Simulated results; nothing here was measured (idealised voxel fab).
The process module that follows is named voxel transistor to metal.
Cross-section cut: width 200 nm, square cells of 5 nm.
If you're reading a cross-section in this doc, picture square cells in a grid; it comes to you as bands, top ones listed first down to the bottom, and a band can be one or more rows of cells.
This entry defines a band. It first specifies the height of the band's top and the height of its bottom in nm, and then specifies the band's materials from left to right, stating each material with its width in nm. The word "everywhere" identifies a single material that fills the band from edge to edge, while the word "air" identifies empty space.
Beneath 0, the wafer as received is one material, and that level is where height counting begins. The lowest band goes on downward without a bottom; it is written like "0..down".
The notation "30..40" denotes a width that varies across the rows of cells in the band, beginning at the first number in the top row, finishing at the second number in the bottom row, and changing by an identical amount from each row to the next.
Basically "identical to before" means that step didn't change any cell in the cross-section.
In "Unvented voids" the enclosed voids are listed, meaning empty spaces of 8 cells or larger without any opening to the top. The form is width x height at distance, distance from the left edge, units nm.
On each step's line, the part that comes after the settings is the simulator's own comment on the step.
Among the settings permitted on a step's line is "overlay nm"; applied to a step with a mask, it specifies the extent to which the mask lay to the right of its planned position, whereas a negative figure signifies a position to the left.
Each pair of cross-sections that follows straddles one process step: the one shows the state before the step, the other the state after it, down to the lowest band that changed and no further. The step in question, and its settings, are given under the pair. Note that a pair is not necessarily a continuation of the pair above it, since pairs can come from different runs of this module on the same starting wafer; it is a continuation only where its entry headed "Pre-process state" says so.
### Pre-process state
    65..45: lowk 55 nm, TiN 5 nm, Cu 5 nm, TiN 5 nm, lowk 60 nm, TiN 5 nm, Cu 5 nm, TiN 5 nm, lowk 55 nm
    45..40: SiCN 55 nm, TiN 15 nm, SiCN 60 nm, TiN 15 nm, SiCN 55 nm
    40..30: SiO2 55 nm, TiN 5 nm, W 5 nm, TiN 5 nm, SiO2 60 nm, TiN 5 nm, W 5 nm, TiN 5 nm, SiO2 55 nm
    30..25: SiO2 55 nm, TiN 5 nm, W 5 nm, TiN 5 nm, SiO2 15 nm, SiN 5 nm, SiCN 20 nm, SiN 5 nm, SiO2 15 nm, TiN 5 nm, W 5 nm, TiN 5 nm, SiO2 55 nm
    25..10: SiO2 55 nm, TiN 5 nm, W 5 nm, TiN 5 nm, SiO2 15 nm, SiN 5 nm, polySi 20 nm, SiN 5 nm, SiO2 15 nm, TiN 5 nm, W 5 nm, TiN 5 nm, SiO2 55 nm
    10..5: SiO2 40 nm, SiN 5 nm, SiO2 10 nm, TiN 15 nm, SiO2 5 nm, SiGe 10 nm, SiN 5 nm, polySi 20 nm, SiN 5 nm, SiGe 10 nm, SiO2 5 nm, TiN 15 nm, SiO2 10 nm, SiN 5 nm, SiO2 40 nm
    5..0: SiO2 40 nm, SiN 5 nm, SiGe 15 nm, TiN 10 nm, SiO2 5 nm, SiGe 10 nm, SiO2 30 nm, SiGe 10 nm, SiO2 5 nm, TiN 10 nm, SiGe 15 nm, SiN 5 nm, SiO2 40 nm
    0..-5: SiO2 50 nm, SiGe 35 nm, Si 30 nm, SiGe 35 nm, SiO2 50 nm
    -5..-10: SiO2 45 nm, Si 5 nm, SiGe 35 nm, Si 30 nm, SiGe 35 nm, Si 5 nm, SiO2 45 nm
    -10..-25: SiO2 45 nm, Si 110 nm, SiO2 45 nm
    -25..down: Si everywhere
    Unvented voids: none
### Resultant Cross-Section
    70..65: air 50 nm, Ru 25 nm, air 50 nm, Ru 25 nm, air 50 nm
    Whatever lies below 65 is exactly as it was before.
    Unvented voids: none
Processing between the before and after sections above: op EPI | material Ru | thk nm 5
Pre-process state: Reference is made to the cross-section shown after the step in the pair directly above, which represents the state prior to this step.
### Resultant Cross-Section
    75..70: SiCN everywhere
    70..65: SiCN 50 nm, Ru 25 nm, SiCN 50 nm, Ru 25 nm, SiCN 50 nm
    Whatever lies below 65 is exactly as it was before.
    Unvented voids: none
Processing between the before and after sections above: op FILL_DEP | material SiCN | thk nm 5
### Pre-process state
    40..30: SiCN 40 nm, air 120 nm, SiCN 40 nm
    30..20: polySi 40 nm, SiCN 120 nm, polySi 40 nm
    20..10: polySi everywhere
    10..0: SiO2 40 nm, polySi 120 nm, SiO2 40 nm
    0..-5: SiO2 everywhere
    -5..-30: SiO2 45 nm, Si 110 nm, SiO2 45 nm
    -30..down: Si everywhere
    Unvented voids: none
### Resultant Cross-Section
    60..40: resist 90 nm, air 20 nm, resist 90 nm
    40..30: SiCN 40 nm, resist 50 nm, air 20 nm, resist 50 nm, SiCN 40 nm
    Whatever lies below 30 is exactly as it was before.
    Unvented voids: none
Processing between the before and after sections above: op PATTERN | tone open | mask id GATE | material resist | width nm 20 | thk nm 20 | overlay nm 0
Pre-process state: Reference is made to the cross-section shown after the step in the pair directly above, which represents the state prior to this step.
### Resultant Cross-Section
    60..40: resist 90 nm, air 20 nm, resist 90 nm
    40..30: SiCN 40 nm, resist 50 nm, air 20 nm, resist 50 nm, SiCN 40 nm
    30..20: polySi 40 nm, SiCN 50 nm, air 20 nm, SiCN 50 nm, polySi 40 nm
    Whatever lies below 20 is exactly as it was before.
    Unvented voids: none
Processing between the before and after sections above: op DIRECTIONAL_ETCH | etch materials SiCN | depth nm 20
Pre-process state: Reference is made to the cross-section shown after the step in the pair directly above, which represents the state prior to this step.
### Resultant Cross-Section
    60..40: resist 90 nm, air 20 nm, resist 90 nm
    40..30: SiCN 40 nm, resist 50 nm, air 20 nm, resist 50 nm, SiCN 40 nm
    30..20: polySi 40 nm, SiCN 50 nm, air 20 nm, SiCN 50 nm, polySi 40 nm
    20..10: polySi 90 nm, air 20 nm, polySi 90 nm
    10..0: SiO2 40 nm, polySi 50 nm, air 20 nm, polySi 50 nm, SiO2 40 nm
    Whatever lies below 0 is exactly as it was before.
    Unvented voids: none
Processing between the before and after sections above: op DIRECTIONAL_ETCH | etch materials polySi | depth nm 30
Pre-process state: Reference is made to the cross-section shown after the step in the pair directly above, which represents the state prior to this step.
### Resultant Cross-Section
    40..30: SiCN 40 nm, air 120 nm, SiCN 40 nm
    Whatever lies below 30 is exactly as it was before.
    Unvented voids: none
Processing between the before and after sections above: op STRIP | etch materials resist
Pre-process state: Reference is made to the cross-section shown after the step in the pair directly above, which represents the state prior to this step.
### Resultant Cross-Section
    45..40: SiN 45 nm, air 110 nm, SiN 45 nm
    40..30: SiCN 40 nm, SiN 5..55 nm, air 110..10 nm, SiN 5..55 nm, SiCN 40 nm
    30..20: polySi 40 nm, SiCN 50 nm, SiN 5 nm, air 10 nm, SiN 5 nm, SiCN 50 nm, polySi 40 nm
    20..10: polySi 90 nm, SiN 5 nm, air 10 nm, SiN 5 nm, polySi 90 nm
    10..5: SiO2 40 nm, polySi 50 nm, SiN 5 nm, air 10 nm, SiN 5 nm, polySi 50 nm, SiO2 40 nm
    5..0: SiO2 40 nm, polySi 50 nm, SiN 20 nm, polySi 50 nm, SiO2 40 nm
    Whatever lies below 0 is exactly as it was before.
    Unvented voids: none
Processing between the before and after sections above: op CONFORMAL_DEP | material SiN | thk nm 5
Pre-process state: Reference is made to the cross-section shown after the step in the pair directly above, which represents the state prior to this step.
### Resultant Cross-Section
    40..30: SiCN 40 nm, SiN 5 nm, air 110 nm, SiN 5 nm, SiCN 40 nm
    30..20: polySi 40 nm, SiCN 50 nm, SiN 5 nm, air 10 nm, SiN 5 nm, SiCN 50 nm, polySi 40 nm
    20..10: polySi 90 nm, SiN 5 nm, air 10 nm, SiN 5 nm, polySi 90 nm
    10..0: SiO2 40 nm, polySi 50 nm, SiN 5 nm, air 10 nm, SiN 5 nm, polySi 50 nm, SiO2 40 nm
    Whatever lies below 0 is exactly as it was before.
    Unvented voids: none
Processing between the before and after sections above: op DIRECTIONAL_ETCH | etch materials SiN | depth nm 5
Pre-process state: Reference is made to the cross-section shown after the step in the pair directly above, which represents the state prior to this step.
### Resultant Cross-Section
    40..30: SiCN 40 nm, SiN 5 nm, air 110 nm, SiN 5 nm, SiCN 40 nm
    30..20: polySi 40 nm, SiCN 50 nm, SiN 5 nm, air 10 nm, SiN 5 nm, SiCN 50 nm, polySi 40 nm
    20..10: polySi 90 nm, SiN 5 nm, air 10 nm, SiN 5 nm, polySi 90 nm
    10..0: SiO2 40 nm, polySi 50 nm, SiN 5 nm, air 10 nm, SiN 5 nm, polySi 50 nm, SiO2 40 nm
    0..-5: SiO2 95 nm, air 10 nm, SiO2 95 nm
    Whatever lies below -5 is exactly as it was before.
    Unvented voids: none
Processing between the before and after sections above: op DIRECTIONAL_ETCH | etch materials SiO2 | depth nm 5
Pre-process state: Reference is made to the cross-section shown after the step in the pair directly above, which represents the state prior to this step.
### Resultant Cross-Section
    40..30: SiCN 40 nm, SiN 5 nm, air 110 nm, SiN 5 nm, SiCN 40 nm
    30..20: polySi 40 nm, SiCN 50 nm, SiN 5 nm, air 10 nm, SiN 5 nm, SiCN 50 nm, polySi 40 nm
    20..10: polySi 90 nm, SiN 5 nm, air 10 nm, SiN 5 nm, polySi 90 nm
    10..0: SiO2 40 nm, polySi 50 nm, SiN 5 nm, air 10 nm, SiN 5 nm, polySi 50 nm, SiO2 40 nm
    0..-5: SiO2 95 nm, air 10 nm, SiO2 95 nm
    -5..-15: SiO2 45 nm, Si 50 nm, air 10 nm, Si 50 nm, SiO2 45 nm
    Whatever lies below -15 is exactly as it was before.
    Unvented voids: none
Processing between the before and after sections above: op DIRECTIONAL_ETCH | etch materials Si | depth nm 10
Pre-process state: Reference is made to the cross-section shown after the step in the pair directly above, which represents the state prior to this step.
### Resultant Cross-Section
    40..30: SiCN 40 nm, SiN 5 nm, air 110 nm, SiN 5 nm, SiCN 40 nm
    30..20: polySi 40 nm, SiCN 50 nm, SiN 5 nm, air 10 nm, SiN 5 nm, SiCN 50 nm, polySi 40 nm
    20..10: polySi 90 nm, SiN 5 nm, air 10 nm, SiN 5 nm, polySi 90 nm
    10..5: SiO2 40 nm, polySi 50 nm, SiN 5 nm, air 10 nm, SiN 5 nm, polySi 50 nm, SiO2 40 nm
    5..0: SiO2 40 nm, polySi 50 nm, SiN 5 nm, SiGe 10 nm, SiN 5 nm, polySi 50 nm, SiO2 40 nm
    0..-5: SiO2 95 nm, SiGe 10 nm, SiO2 95 nm
    -5..-15: SiO2 45 nm, Si 50 nm, SiGe 10 nm, Si 50 nm, SiO2 45 nm
    Whatever lies below -15 is exactly as it was before.
    Unvented voids: none
Processing between the before and after sections above: op EPI | material SiGe | thk nm 10
Pre-process state: Reference is made to the cross-section shown after the step in the pair directly above, which represents the state prior to this step.
### Resultant Cross-Section
    50..40: SiO2 everywhere
    40..30: SiCN 40 nm, SiN 5 nm, SiO2 110 nm, SiN 5 nm, SiCN 40 nm
    30..20: polySi 40 nm, SiCN 50 nm, SiN 5 nm, SiO2 10 nm, SiN 5 nm, SiCN 50 nm, polySi 40 nm
    20..10: polySi 90 nm, SiN 5 nm, SiO2 10 nm, SiN 5 nm, polySi 90 nm
    10..5: SiO2 40 nm, polySi 50 nm, SiN 5 nm, SiO2 10 nm, SiN 5 nm, polySi 50 nm, SiO2 40 nm
    Whatever lies below 5 is exactly as it was before.
    Unvented voids: none
Processing between the before and after sections above: op FILL_DEP | material SiO2 | thk nm 10
Pre-process state: Reference is made to the cross-section shown after the step in the pair directly above, which represents the state prior to this step.
### Resultant Cross-Section
    30..20: polySi 40 nm, SiCN 50 nm, SiN 5 nm, SiO2 10 nm, SiN 5 nm, SiCN 50 nm, polySi 40 nm
    Whatever lies below 20 is exactly as it was before.
    Unvented voids: none
Processing between the before and after sections above: op CMP | height nm 30
Pre-process state: Reference is made to the cross-section shown after the step in the pair directly above, which represents the state prior to this step.
### Resultant Cross-Section
    40..30: SiO2 everywhere
    Whatever lies below 30 is exactly as it was before.
    Unvented voids: none
Processing between the before and after sections above: op DIRECTIONAL_DEP | material SiO2 | thk nm 10
Pre-process state: Reference is made to the cross-section shown after the step in the pair directly above, which represents the state prior to this step.
### Resultant Cross-Section
    40..30: SiO2 55 nm, air 15 nm, SiO2 60 nm, air 15 nm, SiO2 55 nm
    Whatever lies below 30 is exactly as it was before.
    Unvented voids: none
Processing between the before and after sections above: op MASKED_ETCH | tone open | mask id CONTACT | width nm 15 | pitch nm 75 | etch materials SiO2 | depth nm 45 | overlay nm 0
Pre-process state: Reference is made to the cross-section shown after the step in the pair directly above, which represents the state prior to this step.
### Resultant Cross-Section
    45..40: TiN 60 nm, air 5 nm, TiN 70 nm, air 5 nm, TiN 60 nm
    40..35: SiO2 55 nm, TiN 5 nm, air 5 nm, TiN 5 nm, SiO2 60 nm, TiN 5 nm, air 5 nm, TiN 5 nm, SiO2 55 nm
    35..30: SiO2 55 nm, TiN 15 nm, SiO2 60 nm, TiN 15 nm, SiO2 55 nm
    Whatever lies below 30 is exactly as it was before.
    Unvented voids: none
Processing between the before and after sections above: op CONFORMAL_DEP | material TiN | thk nm 5
Pre-process state: Reference is made to the cross-section shown after the step in the pair directly above, which represents the state prior to this step.
### Resultant Cross-Section
    55..45: W everywhere
    45..40: TiN 60 nm, W 5 nm, TiN 70 nm, W 5 nm, TiN 60 nm
    40..35: SiO2 55 nm, TiN 5 nm, W 5 nm, TiN 5 nm, SiO2 60 nm, TiN 5 nm, W 5 nm, TiN 5 nm, SiO2 55 nm
    Whatever lies below 35 is exactly as it was before.
    Unvented voids: none
Processing between the before and after sections above: op FILL_DEP | material W | thk nm 10
Pre-process state: Reference is made to the cross-section shown after the step in the pair directly above, which represents the state prior to this step.
### Resultant Cross-Section
    40..35: SiO2 55 nm, TiN 5 nm, W 5 nm, TiN 5 nm, SiO2 60 nm, TiN 5 nm, W 5 nm, TiN 5 nm, SiO2 55 nm
    Whatever lies below 35 is exactly as it was before.
    Unvented voids: none
Processing between the before and after sections above: op CMP | height nm 40
Pre-process state: Reference is made to the cross-section shown after the step in the pair directly above, which represents the state prior to this step.
### Resultant Cross-Section
    45..40: SiCN everywhere
    Whatever lies below 40 is exactly as it was before.
    Unvented voids: none
Processing between the before and after sections above: op CONFORMAL_DEP | material SiCN | thk nm 5
Pre-process state: Reference is made to the cross-section shown after the step in the pair directly above, which represents the state prior to this step.
### Resultant Cross-Section
    65..45: lowk everywhere
    Whatever lies below 45 is exactly as it was before.
    Unvented voids: none
Processing between the before and after sections above: op DIRECTIONAL_DEP | material lowk | thk nm 20
Pre-process state: Reference is made to the cross-section shown after the step in the pair directly above, which represents the state prior to this step.
### Resultant Cross-Section
    65..45: lowk 55 nm, air 15 nm, lowk 60 nm, air 15 nm, lowk 55 nm
    Whatever lies below 45 is exactly as it was before.
    Unvented voids: none
Processing between the before and after sections above: op MASKED_ETCH | tone open | mask id METAL_1 | width nm 15 | pitch nm 75 | etch materials lowk | depth nm 20 | overlay nm 0
Pre-process state: Reference is made to the cross-section shown after the step in the pair directly above, which represents the state prior to this step.
### Resultant Cross-Section
    65..45: lowk 55 nm, air 15 nm, lowk 60 nm, air 15 nm, lowk 55 nm
    45..40: SiCN 55 nm, air 15 nm, SiCN 60 nm, air 15 nm, SiCN 55 nm
    Whatever lies below 40 is exactly as it was before.
    Unvented voids: none
Processing between the before and after sections above: op MASKED_ETCH | tone open | mask id METAL_1 | width nm 15 | pitch nm 75 | etch materials SiCN | depth nm 5 | overlay nm 0
Pre-process state: Reference is made to the cross-section shown after the step in the pair directly above, which represents the state prior to this step.
### Resultant Cross-Section
    70..65: TiN 60 nm, air 5 nm, TiN 70 nm, air 5 nm, TiN 60 nm
    65..45: lowk 55 nm, TiN 5 nm, air 5 nm, TiN 5 nm, lowk 60 nm, TiN 5 nm, air 5 nm, TiN 5 nm, lowk 55 nm
    45..40: SiCN 55 nm, TiN 15 nm, SiCN 60 nm, TiN 15 nm, SiCN 55 nm
    Whatever lies below 40 is exactly as it was before.
    Unvented voids: none
Processing between the before and after sections above: op CONFORMAL_DEP | material TiN | thk nm 5
Pre-process state: Reference is made to the cross-section shown after the step in the pair directly above, which represents the state prior to this step.
### Resultant Cross-Section
    75..70: Cu everywhere
    70..65: TiN 60 nm, Cu 5 nm, TiN 70 nm, Cu 5 nm, TiN 60 nm
    65..45: lowk 55 nm, TiN 5 nm, Cu 5 nm, TiN 5 nm, lowk 60 nm, TiN 5 nm, Cu 5 nm, TiN 5 nm, lowk 55 nm
    Whatever lies below 45 is exactly as it was before.
    Unvented voids: none
Processing between the before and after sections above: op FILL_DEP | material Cu | thk nm 5
Pre-process state: Reference is made to the cross-section shown after the step in the pair directly above, which represents the state prior to this step.
### Resultant Cross-Section
    65..45: lowk 55 nm, TiN 5 nm, Cu 5 nm, TiN 5 nm, lowk 60 nm, TiN 5 nm, Cu 5 nm, TiN 5 nm, lowk 55 nm
    Whatever lies below 45 is exactly as it was before.
    Unvented voids: none
Processing between the before and after sections above: op CMP | height nm 65
Pre-process state: Reference is made to the cross-section shown after the step in the pair directly above, which represents the state prior to this step.
### Resultant Cross-Section
    70..65: air 50 nm, Ru 25 nm, air 50 nm, Ru 25 nm, air 50 nm
    Whatever lies below 65 is exactly as it was before.
    Unvented voids: none
Processing between the before and after sections above: op EPI | material Ru | thk nm 5
Pre-process state: Reference is made to the cross-section shown after the step in the pair directly above, which represents the state prior to this step.
### Resultant Cross-Section
    75..70: SiCN everywhere
    70..65: SiCN 50 nm, Ru 25 nm, SiCN 50 nm, Ru 25 nm, SiCN 50 nm
    Whatever lies below 65 is exactly as it was before.
    Unvented voids: none
Processing between the before and after sections above: op FILL_DEP | material SiCN | thk nm 5
